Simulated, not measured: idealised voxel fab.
Proc. module: voxel transistor to metal
Section shown: cut. Width: 160 nm. Cell size: 5 nm, square.
Bands, listed from the top down, are how a cross-section gets written in this document; the cross-section itself is a grid of square cells, and a band is one or more rows of them. A band entry consists of two parts. The first gives the height of the band's top and the height of its bottom, in nm. The rest lists the band's materials from left to right, each with its width in nm. A single material labelled with the word "edge to edge" fills the band from edge to edge, and the word "empty" marks empty space. Zero point of the height axis is 0; under it, received wafer = one material. Lowest band: continues down indefinitely, "0..down". Think of "30->40" as a width that walks from the first number to the second as you go down the band, top row to bottom row, taking equal-sized steps from row to row. "same as before" means the step left every cell of the cross-section as it was. Under "Unvented cavities" you'll find the enclosed gaps, the ones with no way out to the top, that are 8 cells or bigger; each reads width x height at distance, with distance counted from the left edge, everything in nm. Text after the settings on a step's line: the simulator's own remark on that step. overlay nm, on a step with a mask: how far to the right of its planned place the mask lay; to the left if negative.

### Process steps (planned)
1) RECEIVE | material Si
2) CONFORMAL_DEP | material SiO2 | thk nm 5
3) CONFORMAL_DEP | material SiN | thk nm 10
4) MASKED_ETCH | tone cover | mask id ACTIVE | width nm 115 | etch materials SiN | depth nm 10 | overlay nm 0
5) MASKED_ETCH | tone cover | mask id ACTIVE | width nm 115 | etch materials SiO2 | depth nm 5 | overlay nm 0
6) MASKED_ETCH | tone cover | mask id ACTIVE | width nm 115 | etch materials Si | depth nm 30 | overlay nm 0
7) OXIDIZE | depth nm 5
8) FILL_DEP | material SiO2 | thk nm 15
9) CMP | height nm 15
10) SELECTIVE_ETCH | etch materials SiO2 | depth nm 10
11) STRIP | etch materials SiN
12) SELECTIVE_ETCH | etch materials SiO2 | depth nm 5
13) OXIDIZE | depth nm 5
14) DIRECTIONAL_DEP | material polySi | thk nm 25
15) DIRECTIONAL_DEP | material SiCN | thk nm 10
16) PATTERN | tone cover | mask id GATE | material resist | width nm 25 | thk nm 20 | overlay nm 0
17) DIRECTIONAL_ETCH | etch materials SiCN | depth nm 20
18) DIRECTIONAL_ETCH | etch materials polySi | depth nm 35
19) STRIP | etch materials resist
20) CONFORMAL_DEP | material SiO2 | thk nm 5
21) DIRECTIONAL_ETCH | etch materials SiO2 | depth nm 5
22) CONFORMAL_DEP | material SiN | thk nm 5
23) DIRECTIONAL_ETCH | etch materials SiN | depth nm 5
24) DIRECTIONAL_ETCH | etch materials SiO2 | depth nm 5
25) EPI | material pSi | thk nm 5
26) FILL_DEP | material SiO2 | thk nm 10
27) CMP | height nm 35
28) DIRECTIONAL_DEP | material SiO2 | thk nm 10
29) MASKED_ETCH | tone open | mask id CONTACT | width nm 35 | pitch nm 70 | etch materials SiO2 | depth nm 45 | overlay nm 0
30) CONFORMAL_DEP | material TiN | thk nm 5
31) FILL_DEP | material Ru | thk nm 10
32) CMP | height nm 45
33) CONFORMAL_DEP | material SiN | thk nm 5
34) DIRECTIONAL_DEP | material lowk | thk nm 20
35) PATTERN | tone open | mask id METAL_1 | material resist | width nm 20 | pitch nm 85 | thk nm 20 | overlay nm 0
36) DIRECTIONAL_ETCH | etch materials lowk | depth nm 20
37) DIRECTIONAL_ETCH | etch materials SiN | depth nm 5
38) STRIP | etch materials resist
39) CONFORMAL_DEP | material TiN | thk nm 5
40) FILL_DEP | material W | thk nm 5
41) CMP | height nm 70
42) EPI | material Ru | thk nm 5
43) FILL_DEP | material SiCN | thk nm 5

### Cross-section, incoming material, after step 1
* 0..down = Si edge to edge
* Unvented cavities: none

### The first of the two wafers as seen in cross-section once the module was finished; processing followed the plan
* 80..75 = SiCN edge to edge
* 75..70 = SiCN (20), then Ru (30), then SiCN (55), then Ru (30), then SiCN (25)
* 70..50 = lowk (25), then TiN (5), then W (10), then TiN (5), then lowk (65), then TiN (5), then W (10), then TiN (5), then lowk (30)
* 50..45 = SiN (25), then TiN (20), then SiN (65), then TiN (20), then SiN (30)
* 45..35 = SiO2 (25), then TiN (5), then Ru (25->20), then TiN (5->10), then SiO2 (35), then TiN (5->10), then Ru (25->20), then TiN (5), then SiO2 (30)
* 35..25 = SiO2 (25), then TiN (5), then Ru (20), then TiN (5), then SiN (5), then SiO2 (5), then SiCN (25), then SiO2 (5), then SiN (5), then TiN (5), then Ru (20), then TiN (5), then SiO2 (30)
* 25..5 = SiO2 (25), then TiN (5), then Ru (20), then TiN (5), then SiN (5), then SiO2 (5), then polySi (25), then SiO2 (5), then SiN (5), then TiN (5), then Ru (20), then TiN (5), then SiO2 (30)
* 5..0 = SiO2 (25), then TiN (30), then SiN (5), then SiO2 (5), then polySi (25), then SiO2 (5), then SiN (5), then TiN (30), then SiO2 (30)
* 0..-5 = SiO2 (20), then pSi (35), then SiO2 (45), then pSi (35), then SiO2 (25)
* -5..-35 = SiO2 (25), then Si (105), then SiO2 (30)
* -35..down = Si edge to edge
* Unvented cavities: none

### Presented here is a cross-section of the second of the two wafers as it stood at the end of the module. It was started in the same manner and assigned the same plan as the first wafer; however, one mistake was made in its execution
* 70..65 = SiCN edge to edge
* 65..60 = SiCN (20), then Ru (30), then SiCN (55), then Ru (30), then SiCN (25)
* 60..50 = lowk (25), then TiN (5), then W (10), then TiN (5), then lowk (65), then TiN (5), then W (10), then TiN (5), then lowk (30)
* 50..45 = SiN (25), then TiN (20), then SiN (65), then TiN (20), then SiN (30)
* 45..35 = SiO2 (25), then TiN (5), then Ru (25->20), then TiN (5->10), then SiO2 (35), then TiN (5->10), then Ru (25->20), then TiN (5), then SiO2 (30)
* 35..25 = SiO2 (25), then TiN (5), then Ru (20), then TiN (5), then SiN (5), then SiO2 (5), then SiCN (25), then SiO2 (5), then SiN (5), then TiN (5), then Ru (20), then TiN (5), then SiO2 (30)
* 25..5 = SiO2 (25), then TiN (5), then Ru (20), then TiN (5), then SiN (5), then SiO2 (5), then polySi (25), then SiO2 (5), then SiN (5), then TiN (5), then Ru (20), then TiN (5), then SiO2 (30)
* 5..0 = SiO2 (25), then TiN (30), then SiN (5), then SiO2 (5), then polySi (25), then SiO2 (5), then SiN (5), then TiN (30), then SiO2 (30)
* 0..-5 = SiO2 (20), then pSi (35), then SiO2 (45), then pSi (35), then SiO2 (25)
* -5..-35 = SiO2 (25), then Si (105), then SiO2 (30)
* -35..down = Si edge to edge
* Unvented cavities: none
what went wrong: rather than as planned, step 41 actually ran as CMP | height nm 60
Wafer comparison, final, in cells, second relative to first, materials more or fewer: TiN -8 | W -8 | lowk -48
